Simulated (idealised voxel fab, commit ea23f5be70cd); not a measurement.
The process module presented herein is designated voxel transistor to metal.
We display cut, a cross-section 200 nm in width whose square cells are each 5 nm.
How to read a cross-section here: the picture is a grid of square cells, written as bands going from the top down, and any band can span one or more rows of cells.
Band entry format. Leading values: height of top, height of bottom, nm. Remainder: materials in left-to-right order, each with its width in nm. Special words: "everywhere" on a single material, which then fills the band edge to edge; "blank", empty space.
Measure heights from 0. That's the level where, below it, the as-received wafer is all one material. The lowest band is bottomless and extends downward; write it as in "0 -> down".
So if you see something like "30->40" for the width, read it as the top row of the band sitting at the first number and the bottom row at the second, with every row in between moving by the same amount as the last.
Basically "all unchanged" means that step didn't change any cell in the cross-section.
"Entrapped void list" enumerates empty spaces isolated from the top, with no open way to it, that contain at least 8 cells, giving each as width x height at distance from the left edge, all three in nm.
Read whatever lies past the settings on a step's line as the simulator's own remark about the step.
You can add "overlay nm" to a step's line. For a step with a mask, it describes how far the mask lay to the right of its planned position, and a negative number describes a lay to the left.

**Process steps - plan**
1: RECEIVE (material Si)
2: OXIDIZE (depth nm 5)
3: CONFORMAL_DEP (material SiN; thk nm 15)
4: MASKED_ETCH (tone cover; mask id ACTIVE; width nm 105; etch materials SiN; depth nm 15; overlay nm 0)
5: MASKED_ETCH (tone cover; mask id ACTIVE; width nm 105; etch materials SiO2; depth nm 5; overlay nm 0)
6: MASKED_ETCH (tone cover; mask id ACTIVE; width nm 105; etch materials Si; depth nm 25; overlay nm 0)
7: FILL_DEP (material SiO2; thk nm 5)
8: CMP (height nm 15)
9: SELECTIVE_ETCH (etch materials SiO2; depth nm 15)
10: STRIP (etch materials SiN)
11: SELECTIVE_ETCH (etch materials SiO2; depth nm 5)
12: OXIDIZE (depth nm 5)
13: DIRECTIONAL_DEP (material polySi; thk nm 20)
14: DIRECTIONAL_DEP (material SiCN; thk nm 15)
15: PATTERN (tone cover; mask id GATE; material resist; width nm 25; thk nm 15; overlay nm 0)
16: DIRECTIONAL_ETCH (etch materials SiCN; depth nm 25)
17: DIRECTIONAL_ETCH (etch materials polySi; depth nm 30)
18: STRIP (etch materials resist)
19: CONFORMAL_DEP (material SiN; thk nm 10)
20: DIRECTIONAL_ETCH (etch materials SiN; depth nm 10)
21: DIRECTIONAL_ETCH (etch materials SiO2; depth nm 5)
22: DIRECTIONAL_ETCH (etch materials Si; depth nm 5)
23: EPI (material pSi; thk nm 5)
24: FILL_DEP (material SiO2; thk nm 5)
25: CMP (height nm 15)
26: STRIP (etch materials polySi)
27: SELECTIVE_ETCH (etch materials SiO2; depth nm 5)
28: CONFORMAL_DEP (material HfO2; thk nm 5)
29: CONFORMAL_DEP (material TiN; thk nm 5)
30: FILL_DEP (material W; thk nm 10)
31: CMP (height nm 10)
32: DIRECTIONAL_DEP (material SiO2; thk nm 15)
33: MASKED_ETCH (tone open; mask id CONTACT; width nm 15; pitch nm 80; etch materials SiO2; depth nm 35; overlay nm 0)
34: CONFORMAL_DEP (material TiN; thk nm 5)
35: FILL_DEP (material W; thk nm 10)
36: CMP (height nm 25)
37: CONFORMAL_DEP (material SiN; thk nm 5)
38: DIRECTIONAL_DEP (material lowk; thk nm 25)
39: DIRECTIONAL_DEP (material aC; thk nm 10)
40: PATTERN (tone open; mask id METAL_1; material resist; width nm 15; pitch nm 80; thk nm 30; overlay nm 0)
41: DIRECTIONAL_ETCH (etch materials aC; depth nm 10)
42: STRIP (etch materials resist)
43: DIRECTIONAL_ETCH (etch materials lowk; depth nm 25)
44: DIRECTIONAL_ETCH (etch materials SiN; depth nm 5)
45: STRIP (etch materials aC)
46: CONFORMAL_DEP (material TiN; thk nm 5)
47: FILL_DEP (material Ru; thk nm 5)
48: CMP (height nm 55)
49: CONFORMAL_DEP (material SiN; thk nm 5)

**What follows covers the first of two wafers; it ran as planned**

**Cross-section: wafer on arrival = after step 1**
* 0 -> down | Si everywhere
* Entrapped void list: none

**State of the wafer after step 2, shown in cross-section**
* 0 -> -5 | SiO2 everywhere
* No changes below -5.

**State of the wafer after step 3, shown in cross-section**
* 15 -> 0 | SiN everywhere
* No changes below 0.

**State of the wafer after step 4, shown in cross-section**
* 15 -> 0 | blank: 45  SiN: 105  blank: 50
* No changes below 0.

**State of the wafer after step 5, shown in cross-section**
* 15 -> 0 | blank: 45  SiN: 105  blank: 50
* 0 -> -5 | blank: 45  SiO2: 105  blank: 50
* No changes below -5.

**State of the wafer after step 6, shown in cross-section**
* 15 -> 0 | blank: 45  SiN: 105  blank: 50
* 0 -> -5 | blank: 45  SiO2: 105  blank: 50
* -5 -> -30 | blank: 45  Si: 105  blank: 50
* No changes below -30.

**State of the wafer after step 7, shown in cross-section**
* 20 -> 15 | SiO2 everywhere
* 15 -> 0 | SiO2: 45  SiN: 105  SiO2: 50
* 0 -> -5 | SiO2 everywhere
* -5 -> -30 | SiO2: 45  Si: 105  SiO2: 50
* No changes below -30.

**State of the wafer after step 8, shown in cross-section**
* 15 -> 0 | SiO2: 45  SiN: 105  SiO2: 50
* No changes below 0.

**State of the wafer after step 9, shown in cross-section**
* 15 -> 0 | blank: 45  SiN: 105  blank: 50
* No changes below 0.

**State of the wafer after step 10, shown in cross-section**
* 0 -> -5 | SiO2 everywhere
* No changes below -5.

**State of the wafer after step 11, shown in cross-section**
* -5 -> -30 | SiO2: 45  Si: 105  SiO2: 50
* No changes below -30.

**State of the wafer after step 12, shown in cross-section**
* -5 -> -10 | SiO2 everywhere
* No changes below -10.

**State of the wafer after step 13, shown in cross-section**
* 15 -> -5 | polySi everywhere
* No changes below -5.

**State of the wafer after step 14, shown in cross-section**
* 30 -> 15 | SiCN everywhere
* No changes below 15.

**State of the wafer after step 15, shown in cross-section**
* 45 -> 30 | blank: 85  resist: 25  blank: 90
* No changes below 30.

**State of the wafer after step 16, shown in cross-section**
* 45 -> 30 | blank: 85  resist: 25  blank: 90
* 30 -> 15 | blank: 85  SiCN: 25  blank: 90
* No changes below 15.

**State of the wafer after step 17, shown in cross-section**
* 45 -> 30 | blank: 85  resist: 25  blank: 90
* 30 -> 15 | blank: 85  SiCN: 25  blank: 90
* 15 -> -5 | blank: 85  polySi: 25  blank: 90
* No changes below -5.

**State of the wafer after step 18, shown in cross-section**
* 30 -> 15 | blank: 85  SiCN: 25  blank: 90
* No changes below 15.

**State of the wafer after step 19, shown in cross-section**
* 40 -> 30 | blank: 75  SiN: 45  blank: 80
* 30 -> 15 | blank: 75  SiN: 10  SiCN: 25  SiN: 10  blank: 80
* 15 -> 5 | blank: 75  SiN: 10  polySi: 25  SiN: 10  blank: 80
* 5 -> -5 | SiN: 85  polySi: 25  SiN: 90
* No changes below -5.

**State of the wafer after step 20, shown in cross-section**
* 30 -> 15 | blank: 75  SiN: 10  SiCN: 25  SiN: 10  blank: 80
* 15 -> -5 | blank: 75  SiN: 10  polySi: 25  SiN: 10  blank: 80
* No changes below -5.

**State of the wafer after step 21, shown in cross-section**
* 30 -> 15 | blank: 75  SiN: 10  SiCN: 25  SiN: 10  blank: 80
* 15 -> -5 | blank: 75  SiN: 10  polySi: 25  SiN: 10  blank: 80
* -5 -> -10 | blank: 75  SiO2: 45  blank: 80
* No changes below -10.

**State of the wafer after step 22, shown in cross-section**
* 30 -> 15 | blank: 75  SiN: 10  SiCN: 25  SiN: 10  blank: 80
* 15 -> -5 | blank: 75  SiN: 10  polySi: 25  SiN: 10  blank: 80
* -5 -> -10 | blank: 75  SiO2: 45  blank: 80
* -10 -> -15 | SiO2: 45  blank: 30  Si: 45  blank: 30  SiO2: 50
* No changes below -15.

**State of the wafer after step 23, shown in cross-section**
* 30 -> 15 | blank: 75  SiN: 10  SiCN: 25  SiN: 10  blank: 80
* 15 -> -5 | blank: 75  SiN: 10  polySi: 25  SiN: 10  blank: 80
* -5 -> -10 | blank: 70  pSi: 5  SiO2: 45  pSi: 5  blank: 75
* -10 -> -15 | SiO2: 45  pSi: 30  Si: 45  pSi: 30  SiO2: 50
* No changes below -15.

**State of the wafer after step 24, shown in cross-section**
* 35 -> 30 | SiO2 everywhere
* 30 -> 15 | SiO2: 75  SiN: 10  SiCN: 25  SiN: 10  SiO2: 80
* 15 -> -5 | SiO2: 75  SiN: 10  polySi: 25  SiN: 10  SiO2: 80
* -5 -> -10 | SiO2: 70  pSi: 5  SiO2: 45  pSi: 5  SiO2: 75
* No changes below -10.

**State of the wafer after step 25, shown in cross-section**
* 15 -> -5 | SiO2: 75  SiN: 10  polySi: 25  SiN: 10  SiO2: 80
* No changes below -5.

**State of the wafer after step 26, shown in cross-section**
* 15 -> -5 | SiO2: 75  SiN: 10  blank: 25  SiN: 10  SiO2: 80
* No changes below -5.

**State of the wafer after step 27, shown in cross-section**
* 15 -> 10 | blank: 75  SiN: 10  blank: 25  SiN: 10  blank: 80
* 10 -> -5 | SiO2: 75  SiN: 10  blank: 25  SiN: 10  SiO2: 80
* -5 -> -10 | SiO2: 70  pSi: 5  SiO2: 5  blank: 35  SiO2: 5  pSi: 5  SiO2: 75
* No changes below -10.

**State of the wafer after step 28, shown in cross-section**
* 20 -> 15 | blank: 70  HfO2: 20  blank: 15  HfO2: 20  blank: 75
* 15 -> 10 | HfO2: 75  SiN: 10  HfO2: 5  blank: 15  HfO2: 5  SiN: 10  HfO2: 80
* 10 -> -5 | SiO2: 75  SiN: 10  HfO2: 5  blank: 15  HfO2: 5  SiN: 10  SiO2: 80
* -5 -> -10 | SiO2: 70  pSi: 5  SiO2: 5  HfO2: 35  SiO2: 5  pSi: 5  SiO2: 75
* No changes below -10.

**State of the wafer after step 29, shown in cross-section**
* 25 -> 20 | blank: 65  TiN: 30  blank: 5  TiN: 30  blank: 70
* 20 -> 15 | TiN: 70  HfO2: 20  TiN: 5  blank: 5  TiN: 5  HfO2: 20  TiN: 75
* 15 -> 10 | HfO2: 75  SiN: 10  HfO2: 5  TiN: 5  blank: 5  TiN: 5  HfO2: 5  SiN: 10  HfO2: 80
* 10 -> 0 | SiO2: 75  SiN: 10  HfO2: 5  TiN: 5  blank: 5  TiN: 5  HfO2: 5  SiN: 10  SiO2: 80
* 0 -> -5 | SiO2: 75  SiN: 10  HfO2: 5  TiN: 15  HfO2: 5  SiN: 10  SiO2: 80
* No changes below -5.

**State of the wafer after step 30, shown in cross-section**
* 35 -> 25 | W everywhere
* 25 -> 20 | W: 65  TiN: 30  W: 5  TiN: 30  W: 70
* 20 -> 15 | TiN: 70  HfO2: 20  TiN: 5  W: 5  TiN: 5  HfO2: 20  TiN: 75
* 15 -> 10 | HfO2: 75  SiN: 10  HfO2: 5  TiN: 5  W: 5  TiN: 5  HfO2: 5  SiN: 10  HfO2: 80
* 10 -> 0 | SiO2: 75  SiN: 10  HfO2: 5  TiN: 5  W: 5  TiN: 5  HfO2: 5  SiN: 10  SiO2: 80
* No changes below 0.

**State of the wafer after step 31, shown in cross-section**
* 10 -> 0 | SiO2: 75  SiN: 10  HfO2: 5  TiN: 5  W: 5  TiN: 5  HfO2: 5  SiN: 10  SiO2: 80
* No changes below 0.

**State of the wafer after step 32, shown in cross-section**
* 25 -> 10 | SiO2 everywhere
* No changes below 10.

**State of the wafer after step 33, shown in cross-section**
* 25 -> 10 | SiO2: 50  blank: 15  SiO2: 65  blank: 15  SiO2: 55
* 10 -> 0 | SiO2: 50  blank: 15  SiO2: 10  SiN: 10  HfO2: 5  TiN: 5  W: 5  TiN: 5  HfO2: 5  SiN: 10  SiO2: 10  blank: 15  SiO2: 55
* 0 -> -5 | SiO2: 50  blank: 15  SiO2: 10  SiN: 10  HfO2: 5  TiN: 15  HfO2: 5  SiN: 10  SiO2: 10  blank: 15  SiO2: 55
* -5 -> -10 | SiO2: 50  blank: 15  SiO2: 5  pSi: 5  SiO2: 5  HfO2: 35  SiO2: 5  pSi: 5  SiO2: 5  blank: 15  SiO2: 55
* No changes below -10.

**State of the wafer after step 34, shown in cross-section**
* 30 -> 25 | TiN: 55  blank: 5  TiN: 75  blank: 5  TiN: 60
* 25 -> 10 | SiO2: 50  TiN: 5  blank: 5  TiN: 5  SiO2: 65  TiN: 5  blank: 5  TiN: 5  SiO2: 55
* 10 -> 0 | SiO2: 50  TiN: 5  blank: 5  TiN: 5  SiO2: 10  SiN: 10  HfO2: 5  TiN: 5  W: 5  TiN: 5  HfO2: 5  SiN: 10  SiO2: 10  TiN: 5  blank: 5  TiN: 5  SiO2: 55
* 0 -> -5 | SiO2: 50  TiN: 5  blank: 5  TiN: 5  SiO2: 10  SiN: 10  HfO2: 5  TiN: 15  HfO2: 5  SiN: 10  SiO2: 10  TiN: 5  blank: 5  TiN: 5  SiO2: 55
* -5 -> -10 | SiO2: 50  TiN: 15  SiO2: 5  pSi: 5  SiO2: 5  HfO2: 35  SiO2: 5  pSi: 5  SiO2: 5  TiN: 15  SiO2: 55
* No changes below -10.

**State of the wafer after step 35, shown in cross-section**
* 40 -> 30 | W everywhere
* 30 -> 25 | TiN: 55  W: 5  TiN: 75  W: 5  TiN: 60
* 25 -> 10 | SiO2: 50  TiN: 5  W: 5  TiN: 5  SiO2: 65  TiN: 5  W: 5  TiN: 5  SiO2: 55
* 10 -> 0 | SiO2: 50  TiN: 5  W: 5  TiN: 5  SiO2: 10  SiN: 10  HfO2: 5  TiN: 5  W: 5  TiN: 5  HfO2: 5  SiN: 10  SiO2: 10  TiN: 5  W: 5  TiN: 5  SiO2: 55
* 0 -> -5 | SiO2: 50  TiN: 5  W: 5  TiN: 5  SiO2: 10  SiN: 10  HfO2: 5  TiN: 15  HfO2: 5  SiN: 10  SiO2: 10  TiN: 5  W: 5  TiN: 5  SiO2: 55
* No changes below -5.

**State of the wafer after step 36, shown in cross-section**
* 25 -> 10 | SiO2: 50  TiN: 5  W: 5  TiN: 5  SiO2: 65  TiN: 5  W: 5  TiN: 5  SiO2: 55
* No changes below 10.

**State of the wafer after step 37, shown in cross-section**
* 30 -> 25 | SiN everywhere
* No changes below 25.

**State of the wafer after step 38, shown in cross-section**
* 55 -> 30 | lowk everywhere
* No changes below 30.

**State of the wafer after step 39, shown in cross-section**
* 65 -> 55 | aC everywhere
* No changes below 55.

**State of the wafer after step 40, shown in cross-section**
* 95 -> 65 | resist: 50  blank: 15  resist: 65  blank: 15  resist: 55
* No changes below 65.

**State of the wafer after step 41, shown in cross-section**
* 85 -> 65 | resist: 50  blank: 15  resist: 65  blank: 15  resist: 55
* 65 -> 55 | aC: 50  blank: 15  aC: 65  blank: 15  aC: 55
* No changes below 55.

**State of the wafer after step 42, shown in cross-section**
* 65 -> 55 | aC: 50  blank: 15  aC: 65  blank: 15  aC: 55
* No changes below 55.

**State of the wafer after step 43, shown in cross-section**
* 65 -> 55 | aC: 50  blank: 15  aC: 65  blank: 15  aC: 55
* 55 -> 30 | lowk: 50  blank: 15  lowk: 65  blank: 15  lowk: 55
* No changes below 30.

**State of the wafer after step 44, shown in cross-section**
* 65 -> 55 | aC: 50  blank: 15  aC: 65  blank: 15  aC: 55
* 55 -> 30 | lowk: 50  blank: 15  lowk: 65  blank: 15  lowk: 55
* 30 -> 25 | SiN: 50  blank: 15  SiN: 65  blank: 15  SiN: 55
* No changes below 25.

**State of the wafer after step 45, shown in cross-section**
* 55 -> 30 | lowk: 50  blank: 15  lowk: 65  blank: 15  lowk: 55
* No changes below 30.

**State of the wafer after step 46, shown in cross-section**
* 60 -> 55 | TiN: 55  blank: 5  TiN: 75  blank: 5  TiN: 60
* 55 -> 30 | lowk: 50  TiN: 5  blank: 5  TiN: 5  lowk: 65  TiN: 5  blank: 5  TiN: 5  lowk: 55
* 30 -> 25 | SiN: 50  TiN: 15  SiN: 65  TiN: 15  SiN: 55
* No changes below 25.

**State of the wafer after step 47, shown in cross-section**
* 65 -> 60 | Ru everywhere
* 60 -> 55 | TiN: 55  Ru: 5  TiN: 75  Ru: 5  TiN: 60
* 55 -> 30 | lowk: 50  TiN: 5  Ru: 5  TiN: 5  lowk: 65  TiN: 5  Ru: 5  TiN: 5  lowk: 55
* No changes below 30.

**State of the wafer after step 48, shown in cross-section**
* 55 -> 30 | lowk: 50  TiN: 5  Ru: 5  TiN: 5  lowk: 65  TiN: 5  Ru: 5  TiN: 5  lowk: 55
* No changes below 30.

**State of the wafer after step 49, shown in cross-section**
* 60 -> 55 | SiN everywhere
* No changes below 55.

**For the second wafer, take the first wafer's start and plan, then add one mistake made in running it; everything through step 32, that step included, is shared with the first**

**Second wafer, cut view, end of step 33 per plan**
* 25 -> 10 | SiO2: 50  blank: 20  SiO2: 60  blank: 20  SiO2: 50
* 10 -> 0 | SiO2: 50  blank: 20  SiO2: 5  SiN: 10  HfO2: 5  TiN: 5  W: 5  TiN: 5  HfO2: 5  SiN: 10  SiO2: 10  blank: 20  SiO2: 50
* 0 -> -5 | SiO2: 50  blank: 20  SiO2: 5  SiN: 10  HfO2: 5  TiN: 15  HfO2: 5  SiN: 10  SiO2: 10  blank: 20  SiO2: 50
* -5 -> -10 | SiO2: 50  blank: 20  pSi: 5  SiO2: 5  HfO2: 35  SiO2: 5  pSi: 5  SiO2: 5  blank: 20  SiO2: 50
* No changes below -10.

**Second wafer, cut view, end of step 34 per plan**
* 30 -> 25 | TiN: 55  blank: 10  TiN: 70  blank: 10  TiN: 55
* 25 -> 10 | SiO2: 50  TiN: 5  blank: 10  TiN: 5  SiO2: 60  TiN: 5  blank: 10  TiN: 5  SiO2: 50
* 10 -> 0 | SiO2: 50  TiN: 5  blank: 10  TiN: 5  SiO2: 5  SiN: 10  HfO2: 5  TiN: 5  W: 5  TiN: 5  HfO2: 5  SiN: 10  SiO2: 10  TiN: 5  blank: 10  TiN: 5  SiO2: 50
* 0 -> -5 | SiO2: 50  TiN: 5  blank: 10  TiN: 5  SiO2: 5  SiN: 10  HfO2: 5  TiN: 15  HfO2: 5  SiN: 10  SiO2: 10  TiN: 5  blank: 10  TiN: 5  SiO2: 50
* -5 -> -10 | SiO2: 50  TiN: 20  pSi: 5  SiO2: 5  HfO2: 35  SiO2: 5  pSi: 5  SiO2: 5  TiN: 20  SiO2: 50
* No changes below -10.

**Second wafer, cut view, end of step 35 per plan**
* 40 -> 30 | W everywhere
* 30 -> 25 | TiN: 55  W: 10  TiN: 70  W: 10  TiN: 55
* 25 -> 10 | SiO2: 50  TiN: 5  W: 10  TiN: 5  SiO2: 60  TiN: 5  W: 10  TiN: 5  SiO2: 50
* 10 -> 0 | SiO2: 50  TiN: 5  W: 10  TiN: 5  SiO2: 5  SiN: 10  HfO2: 5  TiN: 5  W: 5  TiN: 5  HfO2: 5  SiN: 10  SiO2: 10  TiN: 5  W: 10  TiN: 5  SiO2: 50
* 0 -> -5 | SiO2: 50  TiN: 5  W: 10  TiN: 5  SiO2: 5  SiN: 10  HfO2: 5  TiN: 15  HfO2: 5  SiN: 10  SiO2: 10  TiN: 5  W: 10  TiN: 5  SiO2: 50
* No changes below -5.

**Second wafer, cut view, end of step 36 per plan**
* 25 -> 10 | SiO2: 50  TiN: 5  W: 10  TiN: 5  SiO2: 60  TiN: 5  W: 10  TiN: 5  SiO2: 50
* No changes below 10.

**Second wafer, cut view, end of step 37 per plan**
* 30 -> 25 | SiN everywhere
* No changes below 25.

**Second wafer, cut view, end of step 38 per plan**
* 55 -> 30 | lowk everywhere
* No changes below 30.

**Second wafer, cut view, end of step 39 per plan**
* 65 -> 55 | aC everywhere
* No changes below 55.

**Second wafer, cut view, end of step 40 per plan**
* 95 -> 65 | resist: 50  blank: 15  resist: 65  blank: 15  resist: 55
* No changes below 65.

**Second wafer, cut view, end of step 41 per plan**
* 85 -> 65 | resist: 50  blank: 15  resist: 65  blank: 15  resist: 55
* 65 -> 55 | aC: 50  blank: 15  aC: 65  blank: 15  aC: 55
* No changes below 55.

**Second wafer, cut view, end of step 42 per plan**
* 65 -> 55 | aC: 50  blank: 15  aC: 65  blank: 15  aC: 55
* No changes below 55.

**Second wafer, cut view, end of step 43 per plan**
* 65 -> 55 | aC: 50  blank: 15  aC: 65  blank: 15  aC: 55
* 55 -> 30 | lowk: 50  blank: 15  lowk: 65  blank: 15  lowk: 55
* No changes below 30.

**Second wafer, cut view, end of step 44 per plan**
* 65 -> 55 | aC: 50  blank: 15  aC: 65  blank: 15  aC: 55
* 55 -> 30 | lowk: 50  blank: 15  lowk: 65  blank: 15  lowk: 55
* 30 -> 25 | SiN: 50  blank: 15  SiN: 65  blank: 15  SiN: 55
* No changes below 25.

**Second wafer, cut view, end of step 45 per plan**
* 55 -> 30 | lowk: 50  blank: 15  lowk: 65  blank: 15  lowk: 55
* No changes below 30.

**Second wafer, cut view, end of step 46 per plan**
* 60 -> 55 | TiN: 55  blank: 5  TiN: 75  blank: 5  TiN: 60
* 55 -> 30 | lowk: 50  TiN: 5  blank: 5  TiN: 5  lowk: 65  TiN: 5  blank: 5  TiN: 5  lowk: 55
* 30 -> 25 | SiN: 50  TiN: 15  SiN: 65  TiN: 15  SiN: 55
* No changes below 25.

**Second wafer, cut view, end of step 47 per plan**
* 65 -> 60 | Ru everywhere
* 60 -> 55 | TiN: 55  Ru: 5  TiN: 75  Ru: 5  TiN: 60
* 55 -> 30 | lowk: 50  TiN: 5  Ru: 5  TiN: 5  lowk: 65  TiN: 5  Ru: 5  TiN: 5  lowk: 55
* No changes below 30.

**Second wafer, cut view, end of step 48 per plan**
* 55 -> 30 | lowk: 50  TiN: 5  Ru: 5  TiN: 5  lowk: 65  TiN: 5  Ru: 5  TiN: 5  lowk: 55
* No changes below 30.

**Second wafer, cut view, end of step 49 per plan**
* 60 -> 55 | SiN everywhere
* No changes below 55.
Deviation from plan: step 33 ran as: MASKED_ETCH (tone open; mask id CONTACT; width nm 20; pitch nm 80; etch materials SiO2; depth nm 35; overlay nm 0)
Materials where the second wafer ends with more or fewer cells than the first: -14 SiO2; +2 TiN; +12 W
